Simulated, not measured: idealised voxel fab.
The document below concerns the process module designated voxel self aligned vias.
Square cell edge 5 nm, section width 270 nm, ID cut.
Notation: cross-section as square-cell grid; stated in bands, top first, going down; one or more cell rows per band. Within each band entry, the heights of the top and of the bottom of the band appear first, in that order and in nm; the materials of the band then follow from left to right, each with its corresponding width in nm. The designation "edge to edge" on a single material indicates that it fills the band from edge to edge; the designation "empty" indicates empty space. Heights are expressed relative to 0, this being the level below which the as-received wafer comprises one material exclusively. The lowest band is unbounded in the downward direction and is denoted as in "0..down". Per-row width for "30->40": begins at first number (top row of band), ends at second number (bottom row), increment between rows held constant. For the purposes of this document, the phrase "remained the same" attached to a step denotes that no cell within the cross-section was modified by that step. Entry "Sealed-off cavities" = empty spaces >= 8 cells with no open way to the top; each as width x height at distance, distance from left edge, all nm. What comes after the settings on a step's line is commentary from the simulator itself on that step. When a step includes a mask, the "overlay nm" setting on its line states how far to the right of its planned place that mask lay, and negative values state how far to the left. Guide to the pairs. Each holds a before and an after cross-section around one process step; the after cross-section is cut off at the lowest band that changed. Look under the pair for the step between them and its settings. Pairs can come from different runs of this module on the same starting wafer, so a pair follows on from the one above it only where its entry headed "Before processing step" says it does.
Before processing step:
> 55..40 | SiO2 edge to edge
> 40..30 | 85 of SiO2 / 30 of SiN / 40 of SiO2 / 30 of SiN / 85 of SiO2
> 30..25 | 85 of SiO2 / 5 of TiN / 20 of Ru / 5 of TiN / 40 of SiO2 / 5 of TiN / 20 of Ru / 5 of TiN / 85 of SiO2
> 25..20 | 85 of SiO2 / 30 of TiN / 40 of SiO2 / 30 of TiN / 85 of SiO2
> 20..15 | SiCN edge to edge
> 15..0 | SiO2 edge to edge
> 0..down | Si edge to edge
> Sealed-off cavities: none
Post-Step Appearance:
> 70..55 | 75 of resist / 50 of empty / 145 of resist
> Nothing below the height 55 has changed.
> Sealed-off cavities: none
Between before and after above, the operation and settings are op PATTERN | tone open | mask id VIAS | material resist | width nm 50 | thk nm 15 | overlay nm 0
Before processing step: starting point is the after cross-section of the pair just above.
Post-Step Appearance:
> 70..55 | 75 of resist / 50 of empty / 145 of resist
> 55..40 | 75 of SiO2 / 50 of empty / 145 of SiO2
> 40..35 | 75 of SiO2 / 10 of empty / 30 of SiN / 10 of empty / 30 of SiO2 / 30 of SiN / 85 of SiO2
> Nothing below the height 35 has changed.
> Sealed-off cavities: none
Between before and after above, the operation and settings are op DIRECTIONAL_ETCH | etch materials SiO2 | depth nm 20
Before processing step: starting point is the after cross-section of the pair just above.
Post-Step Appearance:
> 70..55 | 75 of resist / 50 of empty / 145 of resist
> 55..40 | 75 of SiO2 / 50 of empty / 145 of SiO2
> 40..30 | 75->85 of SiO2 / 50->30 of empty / 30->40 of SiO2 / 30 of SiN / 85 of SiO2
> Nothing below the height 30 has changed.
> Sealed-off cavities: none
Between before and after above, the operation and settings are op DIRECTIONAL_ETCH | etch materials SiN | depth nm 10
Before processing step: starting point is the after cross-section of the pair just above.
Post-Step Appearance:
> 55..40 | 75 of SiO2 / 50 of empty / 145 of SiO2
> Nothing below the height 40 has changed.
> Sealed-off cavities: none
Between before and after above, the operation and settings are op STRIP | etch materials resist
Before processing step: starting point is the after cross-section of the pair just above.
Post-Step Appearance:
> 60..55 | 80 of TiN / 40 of empty / 150 of TiN
> 55..40 | 75 of SiO2 / 5 of TiN / 40 of empty / 5 of TiN / 145 of SiO2
> 40..35 | 75 of SiO2 / 15 of TiN / 20 of empty / 15 of TiN / 30 of SiO2 / 30 of SiN / 85 of SiO2
> 35..30 | 85 of SiO2 / 30 of TiN / 40 of SiO2 / 30 of SiN / 85 of SiO2
> Nothing below the height 30 has changed.
> Sealed-off cavities: none
Between before and after above, the operation and settings are op CONFORMAL_DEP | material TiN | thk nm 5
Before processing step: starting point is the after cross-section of the pair just above.
Post-Step Appearance:
> 70..60 | W edge to edge
> 60..55 | 80 of TiN / 40 of W / 150 of TiN
> 55..40 | 75 of SiO2 / 5 of TiN / 40 of W / 5 of TiN / 145 of SiO2
> 40..35 | 75 of SiO2 / 15 of TiN / 20 of W / 15 of TiN / 30 of SiO2 / 30 of SiN / 85 of SiO2
> Nothing below the height 35 has changed.
> Sealed-off cavities: none
Between before and after above, the operation and settings are op FILL_DEP | material W | thk nm 10
Before processing step: starting point is the after cross-section of the pair just above.
Post-Step Appearance:
> 60..55 | 80 of TiN / 40 of W / 150 of TiN
> Nothing below the height 55 has changed.
> Sealed-off cavities: none
Between before and after above, the operation and settings are op CMP | height nm 60
Before processing step: starting point is the after cross-section of the pair just above.
Post-Step Appearance:
> 65..60 | SiCN edge to edge
> Nothing below the height 60 has changed.
> Sealed-off cavities: none
Between before and after above, the operation and settings are op CONFORMAL_DEP | material SiCN | thk nm 5
Before processing step:
> 50..40 | aC edge to edge
> 40..20 | SiO2 edge to edge
> 20..15 | SiCN edge to edge
> 15..0 | SiO2 edge to edge
> 0..down | Si edge to edge
> Sealed-off cavities: none
Post-Step Appearance:
> 75..50 | 85 of resist / 35 of empty / 35 of resist / 35 of empty / 80 of resist
> Nothing below the height 50 has changed.
> Sealed-off cavities: none
Between before and after above, the operation and settings are op PATTERN | tone open | mask id LINES | material resist | width nm 35 | pitch nm 70 | thk nm 25 | overlay nm 0
Before processing step: starting point is the after cross-section of the pair just above.
Post-Step Appearance:
> 65..50 | 85 of resist / 35 of empty / 35 of resist / 35 of empty / 80 of resist
> 50..40 | 85 of aC / 35 of empty / 35 of aC / 35 of empty / 80 of aC
> Nothing below the height 40 has changed.
> Sealed-off cavities: none
Between before and after above, the operation and settings are op DIRECTIONAL_ETCH | etch materials aC | depth nm 10
Before processing step: starting point is the after cross-section of the pair just above.
Post-Step Appearance:
> 50..40 | 85 of aC / 35 of empty / 35 of aC / 35 of empty / 80 of aC
> Nothing below the height 40 has changed.
> Sealed-off cavities: none
Between before and after above, the operation and settings are op STRIP | etch materials resist
Before processing step: starting point is the after cross-section of the pair just above.
Post-Step Appearance:
> 50..40 | 85 of aC / 35 of empty / 35 of aC / 35 of empty / 80 of aC
> 40..20 | 85 of SiO2 / 35 of empty / 35 of SiO2 / 35 of empty / 80 of SiO2
> Nothing below the height 20 has changed.
> Sealed-off cavities: none
Between before and after above, the operation and settings are op DIRECTIONAL_ETCH | etch materials SiO2 | depth nm 20
Before processing step: starting point is the after cross-section of the pair just above.
Post-Step Appearance:
> 40..20 | 85 of SiO2 / 35 of empty / 35 of SiO2 / 35 of empty / 80 of SiO2
> Nothing below the height 20 has changed.
> Sealed-off cavities: none
Between before and after above, the operation and settings are op STRIP | etch materials aC
Before processing step: starting point is the after cross-section of the pair just above.
Post-Step Appearance:
> 45..40 | 90 of TiN / 25 of empty / 45 of TiN / 25 of empty / 85 of TiN
> 40..25 | 85 of SiO2 / 5 of TiN / 25 of empty / 5 of TiN / 35 of SiO2 / 5 of TiN / 25 of empty / 5 of TiN / 80 of SiO2
> 25..20 | 85 of SiO2 / 35 of TiN / 35 of SiO2 / 35 of TiN / 80 of SiO2
> Nothing below the height 20 has changed.
> Sealed-off cavities: none
Between before and after above, the operation and settings are op CONFORMAL_DEP | material TiN | thk nm 5
Before processing step: starting point is the after cross-section of the pair just above.
Post-Step Appearance:
> 50..45 | Ru edge to edge
> 45..40 | 90 of TiN / 25 of Ru / 45 of TiN / 25 of Ru / 85 of TiN
> 40..25 | 85 of SiO2 / 5 of TiN / 25 of Ru / 5 of TiN / 35 of SiO2 / 5 of TiN / 25 of Ru / 5 of TiN / 80 of SiO2
> Nothing below the height 25 has changed.
> Sealed-off cavities: none
Between before and after above, the operation and settings are op FILL_DEP | material Ru | thk nm 5
Before processing step: starting point is the after cross-section of the pair just above.
Post-Step Appearance:
> 40..25 | 85 of SiO2 / 5 of TiN / 25 of Ru / 5 of TiN / 35 of SiO2 / 5 of TiN / 25 of Ru / 5 of TiN / 80 of SiO2
> Nothing below the height 25 has changed.
> Sealed-off cavities: none
Between before and after above, the operation and settings are op CMP | height nm 40
Before processing step: starting point is the after cross-section of the pair just above.
Post-Step Appearance:
> 40..30 | 85 of SiO2 / 35 of empty / 35 of SiO2 / 35 of empty / 80 of SiO2
> Nothing below the height 30 has changed.
> Sealed-off cavities: none
Between before and after above, the operation and settings are op SELECTIVE_ETCH | etch materials W Ru TiN | depth nm 10
Before processing step: starting point is the after cross-section of the pair just above.
Post-Step Appearance:
> 50..40 | SiN edge to edge
> 40..30 | 85 of SiO2 / 35 of SiN / 35 of SiO2 / 35 of SiN / 80 of SiO2
> Nothing below the height 30 has changed.
> Sealed-off cavities: none
Between before and after above, the operation and settings are op FILL_DEP | material SiN | thk nm 10
Before processing step: starting point is the after cross-section of the pair just above.
Post-Step Appearance:
> 40..30 | 85 of SiO2 / 35 of SiN / 35 of SiO2 / 35 of SiN / 80 of SiO2
> Nothing below the height 30 has changed.
> Sealed-off cavities: none
Between before and after above, the operation and settings are op CMP | height nm 40
Before processing step: starting point is the after cross-section of the pair just above.
Post-Step Appearance:
> 60..40 | SiO2 edge to edge
> Nothing below the height 40 has changed.
> Sealed-off cavities: none
Between before and after above, the operation and settings are op DIRECTIONAL_DEP | material SiO2 | thk nm 20
Before processing step: starting point is the after cross-section of the pair just above.
Post-Step Appearance:
> 75..60 | 75 of resist / 50 of empty / 145 of resist
> Nothing below the height 60 has changed.
> Sealed-off cavities: none
Between before and after above, the operation and settings are op PATTERN | tone open | mask id VIAS | material resist | width nm 50 | thk nm 15 | overlay nm 0
Before processing step: starting point is the after cross-section of the pair just above.
Post-Step Appearance:
> 75..60 | 75 of resist / 50 of empty / 145 of resist
> 60..40 | 75 of SiO2 / 50 of empty / 145 of SiO2
> Nothing below the height 40 has changed.
> Sealed-off cavities: none
Between before and after above, the operation and settings are op DIRECTIONAL_ETCH | etch materials SiO2 | depth nm 20
Before processing step: starting point is the after cross-section of the pair just above.
Post-Step Appearance:
> 75..60 | 75 of resist / 50 of empty / 145 of resist
> 60..40 | 75 of SiO2 / 50 of empty / 145 of SiO2
> 40..30 | 85 of SiO2 / 35 of empty / 35 of SiO2 / 35 of SiN / 80 of SiO2
> Nothing below the height 30 has changed.
> Sealed-off cavities: none
Between before and after above, the operation and settings are op DIRECTIONAL_ETCH | etch materials SiN | depth nm 10
Before processing step: starting point is the after cross-section of the pair just above.
Post-Step Appearance:
> 60..40 | 75 of SiO2 / 50 of empty / 145 of SiO2
> Nothing below the height 40 has changed.
> Sealed-off cavities: none
Between before and after above, the operation and settings are op STRIP | etch materials resist
Before processing step: starting point is the after cross-section of the pair just above.
Post-Step Appearance:
> 65..60 | 80 of TiN / 40 of empty / 150 of TiN
> 60..45 | 75 of SiO2 / 5 of TiN / 40 of empty / 5 of TiN / 145 of SiO2
> 45..40 | 75 of SiO2 / 15 of TiN / 25 of empty / 10 of TiN / 145 of SiO2
> 40..35 | 85 of SiO2 / 5 of TiN / 25 of empty / 5 of TiN / 35 of SiO2 / 35 of SiN / 80 of SiO2
> 35..30 | 85 of SiO2 / 35 of TiN / 35 of SiO2 / 35 of SiN / 80 of SiO2
> Nothing below the height 30 has changed.
> Sealed-off cavities: none
Between before and after above, the operation and settings are op CONFORMAL_DEP | material TiN | thk nm 5
Before processing step: starting point is the after cross-section of the pair just above.
Post-Step Appearance:
> 75..65 | W edge to edge
> 65..60 | 80 of TiN / 40 of W / 150 of TiN
> 60..45 | 75 of SiO2 / 5 of TiN / 40 of W / 5 of TiN / 145 of SiO2
> 45..40 | 75 of SiO2 / 15 of TiN / 25 of W / 10 of TiN / 145 of SiO2
> 40..35 | 85 of SiO2 / 5 of TiN / 25 of W / 5 of TiN / 35 of SiO2 / 35 of SiN / 80 of SiO2
> Nothing below the height 35 has changed.
> Sealed-off cavities: none
Between before and after above, the operation and settings are op FILL_DEP | material W | thk nm 10
Before processing step: starting point is the after cross-section of the pair just above.
Post-Step Appearance:
> 60..45 | 75 of SiO2 / 5 of TiN / 40 of W / 5 of TiN / 145 of SiO2
> Nothing below the height 45 has changed.
> Sealed-off cavities: none
Between before and after above, the operation and settings are op CMP | height nm 60
Before processing step: starting point is the after cross-section of the pair just above.
Post-Step Appearance:
> 65..60 | SiCN edge to edge
> Nothing below the height 60 has changed.
> Sealed-off cavities: none
Between before and after above, the operation and settings are op CONFORMAL_DEP | material SiCN | thk nm 5
Before processing step:
> 50..40 | aC edge to edge
> 40..20 | SiO2 edge to edge
> 20..15 | SiCN edge to edge
> 15..0 | SiO2 edge to edge
> 0..down | Si edge to edge
> Sealed-off cavities: none
Post-Step Appearance:
> 75..50 | 80 of resist / 30 of empty / 40 of resist / 30 of empty / 90 of resist
> Nothing below the height 50 has changed.
> Sealed-off cavities: none
Between before and after above, the operation and settings are op PATTERN | tone open | mask id LINES | material resist | width nm 30 | pitch nm 70 | thk nm 25 | overlay nm -5
Before processing step: starting point is the after cross-section of the pair just above.
Post-Step Appearance:
> 65..50 | 80 of resist / 30 of empty / 40 of resist / 30 of empty / 90 of resist
> 50..40 | 80 of aC / 30 of empty / 40 of aC / 30 of empty / 90 of aC
> Nothing below the height 40 has changed.
> Sealed-off cavities: none
Between before and after above, the operation and settings are op DIRECTIONAL_ETCH | etch materials aC | depth nm 10
Before processing step: starting point is the after cross-section of the pair just above.
Post-Step Appearance:
> 50..40 | 80 of aC / 30 of empty / 40 of aC / 30 of empty / 90 of aC
> Nothing below the height 40 has changed.
> Sealed-off cavities: none
Between before and after above, the operation and settings are op STRIP | etch materials resist
Before processing step: starting point is the after cross-section of the pair just above.
Post-Step Appearance:
> 50..40 | 80 of aC / 30 of empty / 40 of aC / 30 of empty / 90 of aC
> 40..20 | 80 of SiO2 / 30 of empty / 40 of SiO2 / 30 of empty / 90 of SiO2
> Nothing below the height 20 has changed.
> Sealed-off cavities: none
Between before and after above, the operation and settings are op DIRECTIONAL_ETCH | etch materials SiO2 | depth nm 20
Before processing step: starting point is the after cross-section of the pair just above.
Post-Step Appearance:
> 40..20 | 80 of SiO2 / 30 of empty / 40 of SiO2 / 30 of empty / 90 of SiO2
> Nothing below the height 20 has changed.
> Sealed-off cavities: none
Between before and after above, the operation and settings are op STRIP | etch materials aC
Before processing step: starting point is the after cross-section of the pair just above.
Post-Step Appearance:
> 45..40 | 85 of TiN / 20 of empty / 50 of TiN / 20 of empty / 95 of TiN
> 40..25 | 80 of SiO2 / 5 of TiN / 20 of empty / 5 of TiN / 40 of SiO2 / 5 of TiN / 20 of empty / 5 of TiN / 90 of SiO2
> 25..20 | 80 of SiO2 / 30 of TiN / 40 of SiO2 / 30 of TiN / 90 of SiO2
> Nothing below the height 20 has changed.
> Sealed-off cavities: none
Between before and after above, the operation and settings are op CONFORMAL_DEP | material TiN | thk nm 5
Before processing step: starting point is the after cross-section of the pair just above.
Post-Step Appearance:
> 50..45 | Ru edge to edge
> 45..40 | 85 of TiN / 20 of Ru / 50 of TiN / 20 of Ru / 95 of TiN
> 40..25 | 80 of SiO2 / 5 of TiN / 20 of Ru / 5 of TiN / 40 of SiO2 / 5 of TiN / 20 of Ru / 5 of TiN / 90 of SiO2
> Nothing below the height 25 has changed.
> Sealed-off cavities: none
Between before and after above, the operation and settings are op FILL_DEP | material Ru | thk nm 5
Before processing step: starting point is the after cross-section of the pair just above.
Post-Step Appearance:
> 40..25 | 80 of SiO2 / 5 of TiN / 20 of Ru / 5 of TiN / 40 of SiO2 / 5 of TiN / 20 of Ru / 5 of TiN / 90 of SiO2
> Nothing below the height 25 has changed.
> Sealed-off cavities: none
Between before and after above, the operation and settings are op CMP | height nm 40
Before processing step: starting point is the after cross-section of the pair just above.
Post-Step Appearance:
> 40..30 | 80 of SiO2 / 30 of empty / 40 of SiO2 / 30 of empty / 90 of SiO2
> Nothing below the height 30 has changed.
> Sealed-off cavities: none
Between before and after above, the operation and settings are op SELECTIVE_ETCH | etch materials W Ru TiN | depth nm 10
Before processing step: starting point is the after cross-section of the pair just above.
Post-Step Appearance:
> 50..40 | SiN edge to edge
> 40..30 | 80 of SiO2 / 30 of SiN / 40 of SiO2 / 30 of SiN / 90 of SiO2
> Nothing below the height 30 has changed.
> Sealed-off cavities: none
Between before and after above, the operation and settings are op FILL_DEP | material SiN | thk nm 10
Before processing step: starting point is the after cross-section of the pair just above.
Post-Step Appearance:
> 40..30 | 80 of SiO2 / 30 of SiN / 40 of SiO2 / 30 of SiN / 90 of SiO2
> Nothing below the height 30 has changed.
> Sealed-off cavities: none
Between before and after above, the operation and settings are op CMP | height nm 40
Before processing step: starting point is the after cross-section of the pair just above.
Post-Step Appearance:
> 60..40 | SiO2 edge to edge
> Nothing below the height 40 has changed.
> Sealed-off cavities: none
Between before and after above, the operation and settings are op DIRECTIONAL_DEP | material SiO2 | thk nm 20
Before processing step: starting point is the after cross-section of the pair just above.
Post-Step Appearance:
> 75..60 | 75 of resist / 50 of empty / 145 of resist
> Nothing below the height 60 has changed.
> Sealed-off cavities: none
Between before and after above, the operation and settings are op PATTERN | tone open | mask id VIAS | material resist | width nm 50 | thk nm 15 | overlay nm 0
Before processing step: starting point is the after cross-section of the pair just above.
Post-Step Appearance:
> 75..60 | 75 of resist / 50 of empty / 145 of resist
> 60..40 | 75 of SiO2 / 50 of empty / 145 of SiO2
> Nothing below the height 40 has changed.
> Sealed-off cavities: none
Between before and after above, the operation and settings are op DIRECTIONAL_ETCH | etch materials SiO2 | depth nm 20
Before processing step: starting point is the after cross-section of the pair just above.
Post-Step Appearance:
> 75..60 | 75 of resist / 50 of empty / 145 of resist
> 60..40 | 75 of SiO2 / 50 of empty / 145 of SiO2
> 40..30 | 80 of SiO2 / 30 of empty / 40 of SiO2 / 30 of SiN / 90 of SiO2
> Nothing below the height 30 has changed.
> Sealed-off cavities: none
Between before and after above, the operation and settings are op DIRECTIONAL_ETCH | etch materials SiN | depth nm 10
Before processing step: starting point is the after cross-section of the pair just above.
Post-Step Appearance:
> 60..40 | 75 of SiO2 / 50 of empty / 145 of SiO2
> Nothing below the height 40 has changed.
> Sealed-off cavities: none
Between before and after above, the operation and settings are op STRIP | etch materials resist
Before processing step: starting point is the after cross-section of the pair just above.
Post-Step Appearance:
> 65..60 | 80 of TiN / 40 of empty / 150 of TiN
> 60..45 | 75 of SiO2 / 5 of TiN / 40 of empty / 5 of TiN / 145 of SiO2
> 45..40 | 75 of SiO2 / 10 of TiN / 20 of empty / 20 of TiN / 145 of SiO2
> 40..35 | 80 of SiO2 / 5 of TiN / 20 of empty / 5 of TiN / 40 of SiO2 / 30 of SiN / 90 of SiO2
> 35..30 | 80 of SiO2 / 30 of TiN / 40 of SiO2 / 30 of SiN / 90 of SiO2
> Nothing below the height 30 has changed.
> Sealed-off cavities: none
Between before and after above, the operation and settings are op CONFORMAL_DEP | material TiN | thk nm 5
Before processing step: starting point is the after cross-section of the pair just above.
Post-Step Appearance:
> 75..65 | W edge to edge
> 65..60 | 80 of TiN / 40 of W / 150 of TiN
> 60..45 | 75 of SiO2 / 5 of TiN / 40 of W / 5 of TiN / 145 of SiO2
> 45..40 | 75 of SiO2 / 10 of TiN / 20 of W / 20 of TiN / 145 of SiO2
> 40..35 | 80 of SiO2 / 5 of TiN / 20 of W / 5 of TiN / 40 of SiO2 / 30 of SiN / 90 of SiO2
> Nothing below the height 35 has changed.
> Sealed-off cavities: none
Between before and after above, the operation and settings are op FILL_DEP | material W | thk nm 10
Before processing step: starting point is the after cross-section of the pair just above.
Post-Step Appearance:
> 60..45 | 75 of SiO2 / 5 of TiN / 40 of W / 5 of TiN / 145 of SiO2
> Nothing below the height 45 has changed.
> Sealed-off cavities: none
Between before and after above, the operation and settings are op CMP | height nm 60
Before processing step: starting point is the after cross-section of the pair just above.
Post-Step Appearance:
> 65..60 | SiCN edge to edge
> Nothing below the height 60 has changed.
> Sealed-off cavities: none
Between before and after above, the operation and settings are op CONFORMAL_DEP | material SiCN | thk nm 5
Before processing step:
> 20..15 | SiCN edge to edge
> 15..0 | SiO2 edge to edge
> 0..down | Si edge to edge
> Sealed-off cavities: none
Post-Step Appearance:
> 40..20 | TiN edge to edge
> Nothing below the height 20 has changed.
> Sealed-off cavities: none
Between before and after above, the operation and settings are op DIRECTIONAL_DEP | material TiN | thk nm 20
Before processing step: starting point is the after cross-section of the pair just above.
Post-Step Appearance:
> 50..40 | aC edge to edge
> Nothing below the height 40 has changed.
> Sealed-off cavities: none
Between before and after above, the operation and settings are op DIRECTIONAL_DEP | material aC | thk nm 10
Before processing step: starting point is the after cross-section of the pair just above.
Post-Step Appearance:
> 75..50 | 85 of resist / 30 of empty / 40 of resist / 30 of empty / 85 of resist
> Nothing below the height 50 has changed.
> Sealed-off cavities: none
Between before and after above, the operation and settings are op PATTERN | tone open | mask id LINES | material resist | width nm 30 | pitch nm 70 | thk nm 25 | overlay nm 0
Before processing step: starting point is the after cross-section of the pair just above.
Post-Step Appearance:
> 65..50 | 85 of resist / 30 of empty / 40 of resist / 30 of empty / 85 of resist
> 50..40 | 85 of aC / 30 of empty / 40 of aC / 30 of empty / 85 of aC
> Nothing below the height 40 has changed.
> Sealed-off cavities: none
Between before and after above, the operation and settings are op DIRECTIONAL_ETCH | etch materials aC | depth nm 10
Before processing step: starting point is the after cross-section of the pair just above.
Post-Step Appearance:
> 50..40 | 85 of aC / 30 of empty / 40 of aC / 30 of empty / 85 of aC
> Nothing below the height 40 has changed.
> Sealed-off cavities: none
Between before and after above, the operation and settings are op STRIP | etch materials resist
Before processing step: starting point is the after cross-section of the pair just above.
Post-Step Appearance:
> 40..20 | TiN edge to edge
> Nothing below the height 20 has changed.
> Sealed-off cavities: none
Between before and after above, the operation and settings are op STRIP | etch materials aC
Before processing step: starting point is the after cross-section of the pair just above.
Post-Step Appearance:
> 45..20 | TiN edge to edge
> Nothing below the height 20 has changed.
> Sealed-off cavities: none
Between before and after above, the operation and settings are op CONFORMAL_DEP | material TiN | thk nm 5
Before processing step: starting point is the after cross-section of the pair just above.
Post-Step Appearance:
> 50..45 | Ru edge to edge
> Nothing below the height 45 has changed.
> Sealed-off cavities: none
Between before and after above, the operation and settings are op FILL_DEP | material Ru | thk nm 5
Before processing step: starting point is the after cross-section of the pair just above.
Post-Step Appearance:
> 40..20 | TiN edge to edge
> Nothing below the height 20 has changed.
> Sealed-off cavities: none
Between before and after above, the operation and settings are op CMP | height nm 40
Before processing step: starting point is the after cross-section of the pair just above.
Post-Step Appearance:
> 30..20 | TiN edge to edge
> Nothing below the height 20 has changed.
> Sealed-off cavities: none
Between before and after above, the operation and settings are op SELECTIVE_ETCH | etch materials W Ru TiN | depth nm 10
Before processing step: starting point is the after cross-section of the pair just above.
Post-Step Appearance:
> 40..30 | SiN edge to edge
> Nothing below the height 30 has changed.
> Sealed-off cavities: none
Between before and after above, the operation and settings are op FILL_DEP | material SiN | thk nm 10
Before processing step: starting point is the after cross-section of the pair just above.
Post-Step Appearance:
> 60..40 | SiO2 edge to edge
> Nothing below the height 40 has changed.
> Sealed-off cavities: none
Between before and after above, the operation and settings are op DIRECTIONAL_DEP | material SiO2 | thk nm 20
Before processing step: starting point is the after cross-section of the pair just above.
Post-Step Appearance:
> 75..60 | 75 of resist / 50 of empty / 145 of resist
> Nothing below the height 60 has changed.
> Sealed-off cavities: none
Between before and after above, the operation and settings are op PATTERN | tone open | mask id VIAS | material resist | width nm 50 | thk nm 15 | overlay nm 0
Before processing step: starting point is the after cross-section of the pair just above.
Post-Step Appearance:
> 75..60 | 75 of resist / 50 of empty / 145 of resist
> 60..40 | 75 of SiO2 / 50 of empty / 145 of SiO2
> Nothing below the height 40 has changed.
> Sealed-off cavities: none
Between before and after above, the operation and settings are op DIRECTIONAL_ETCH | etch materials SiO2 | depth nm 20
Before processing step: starting point is the after cross-section of the pair just above.
Post-Step Appearance:
> 75..60 | 75 of resist / 50 of empty / 145 of resist
> 60..40 | 75 of SiO2 / 50 of empty / 145 of SiO2
> 40..30 | 75 of SiN / 50 of empty / 145 of SiN
> Nothing below the height 30 has changed.
> Sealed-off cavities: none
Between before and after above, the operation and settings are op DIRECTIONAL_ETCH | etch materials SiN | depth nm 10
Before processing step: starting point is the after cross-section of the pair just above.
Post-Step Appearance:
> 60..40 | 75 of SiO2 / 50 of empty / 145 of SiO2
> Nothing below the height 40 has changed.
> Sealed-off cavities: none
Between before and after above, the operation and settings are op STRIP | etch materials resist
Before processing step: starting point is the after cross-section of the pair just above.
Post-Step Appearance:
> 65..60 | 80 of TiN / 40 of empty / 150 of TiN
> 60..40 | 75 of SiO2 / 5 of TiN / 40 of empty / 5 of TiN / 145 of SiO2
> 40..35 | 75 of SiN / 5 of TiN / 40 of empty / 5 of TiN / 145 of SiN
> 35..30 | 75 of SiN / 50 of TiN / 145 of SiN
> Nothing below the height 30 has changed.
> Sealed-off cavities: none
Between before and after above, the operation and settings are op CONFORMAL_DEP | material TiN | thk nm 5
Before processing step: starting point is the after cross-section of the pair just above.
Post-Step Appearance:
> 75..65 | W edge to edge
> 65..60 | 80 of TiN / 40 of W / 150 of TiN
> 60..40 | 75 of SiO2 / 5 of TiN / 40 of W / 5 of TiN / 145 of SiO2
> 40..35 | 75 of SiN / 5 of TiN / 40 of W / 5 of TiN / 145 of SiN
> Nothing below the height 35 has changed.
> Sealed-off cavities: none
Between before and after above, the operation and settings are op FILL_DEP | material W | thk nm 10
Before processing step: starting point is the after cross-section of the pair just above.
Post-Step Appearance:
> 60..40 | 75 of SiO2 / 5 of TiN / 40 of W / 5 of TiN / 145 of SiO2
> Nothing below the height 40 has changed.
> Sealed-off cavities: none
Between before and after above, the operation and settings are op CMP | height nm 60
Before processing step: starting point is the after cross-section of the pair just above.
Post-Step Appearance:
> 65..60 | SiCN edge to edge
> Nothing below the height 60 has changed.
> Sealed-off cavities: none
Between before and after above, the operation and settings are op CONFORMAL_DEP | material SiCN | thk nm 5
Before processing step:
> 60..40 | SiO2 edge to edge
> 40..30 | 85 of SiO2 / 30 of SiN / 40 of SiO2 / 30 of SiN / 85 of SiO2
> 30..25 | 85 of SiO2 / 5 of TiN / 20 of Ru / 5 of TiN / 40 of SiO2 / 5 of TiN / 20 of Ru / 5 of TiN / 85 of SiO2
> 25..20 | 85 of SiO2 / 30 of TiN / 40 of SiO2 / 30 of TiN / 85 of SiO2
> 20..15 | SiCN edge to edge
> 15..0 | SiO2 edge to edge
> 0..down | Si edge to edge
> Sealed-off cavities: none
Post-Step Appearance:
> 75..60 | 75 of empty / 50 of resist / 145 of empty
> Nothing below the height 60 has changed.
> Sealed-off cavities: none
Between before and after above, the operation and settings are op PATTERN | tone cover | mask id VIAS | material resist | width nm 50 | thk nm 15 | overlay nm 0
Before processing step: starting point is the after cross-section of the pair just above.
Post-Step Appearance:
> 75..60 | 75 of empty / 50 of resist / 145 of empty
> 60..40 | 75 of empty / 50 of SiO2 / 145 of empty
> Nothing below the height 40 has changed.
> Sealed-off cavities: none
Between before and after above, the operation and settings are op DIRECTIONAL_ETCH | etch materials SiO2 | depth nm 20
Before processing step: starting point is the after cross-section of the pair just above.
Post-Step Appearance:
> 75..60 | 75 of empty / 50 of resist / 145 of empty
> 60..40 | 75 of empty / 50 of SiO2 / 145 of empty
> 40..30 | 85 of SiO2 / 30 of SiN / 40 of SiO2 / 30 of empty / 85 of SiO2
> Nothing below the height 30 has changed.
> Sealed-off cavities: none
Between before and after above, the operation and settings are op DIRECTIONAL_ETCH | etch materials SiN | depth nm 10
Before processing step: starting point is the after cross-section of the pair just above.
Post-Step Appearance:
> 60..40 | 75 of empty / 50 of SiO2 / 145 of empty
> Nothing below the height 40 has changed.
> Sealed-off cavities: none
Between before and after above, the operation and settings are op STRIP | etch materials resist
Before processing step: starting point is the after cross-section of the pair just above.
Post-Step Appearance:
> 65..60 | 70 of empty / 60 of TiN / 140 of empty
> 60..45 | 70 of empty / 5 of TiN / 50 of SiO2 / 5 of TiN / 140 of empty
> 45..40 | 75 of TiN / 50 of SiO2 / 35 of TiN / 20 of empty / 90 of TiN
> 40..35 | 85 of SiO2 / 30 of SiN / 40 of SiO2 / 5 of TiN / 20 of empty / 5 of TiN / 85 of SiO2
> 35..30 | 85 of SiO2 / 30 of SiN / 40 of SiO2 / 30 of TiN / 85 of SiO2
> Nothing below the height 30 has changed.
> Sealed-off cavities: none
Between before and after above, the operation and settings are op CONFORMAL_DEP | material TiN | thk nm 5
Before processing step: starting point is the after cross-section of the pair just above.
Post-Step Appearance:
> 75..65 | W edge to edge
> 65..60 | 70 of W / 60 of TiN / 140 of W
> 60..45 | 70 of W / 5 of TiN / 50 of SiO2 / 5 of TiN / 140 of W
> 45..40 | 75 of TiN / 50 of SiO2 / 35 of TiN / 20 of W / 90 of TiN
> 40..35 | 85 of SiO2 / 30 of SiN / 40 of SiO2 / 5 of TiN / 20 of W / 5 of TiN / 85 of SiO2
> Nothing below the height 35 has changed.
> Sealed-off cavities: none
Between before and after above, the operation and settings are op FILL_DEP | material W | thk nm 10
Before processing step: starting point is the after cross-section of the pair just above.
Post-Step Appearance:
> 60..45 | 70 of W / 5 of TiN / 50 of SiO2 / 5 of TiN / 140 of W
> Nothing below the height 45 has changed.
> Sealed-off cavities: none
Between before and after above, the operation and settings are op CMP | height nm 60
Before processing step: starting point is the after cross-section of the pair just above.
Post-Step Appearance:
> 65..60 | SiCN edge to edge
> Nothing below the height 60 has changed.
> Sealed-off cavities: none
Between before and after above, the operation and settings are op CONFORMAL_DEP | material SiCN | thk nm 5
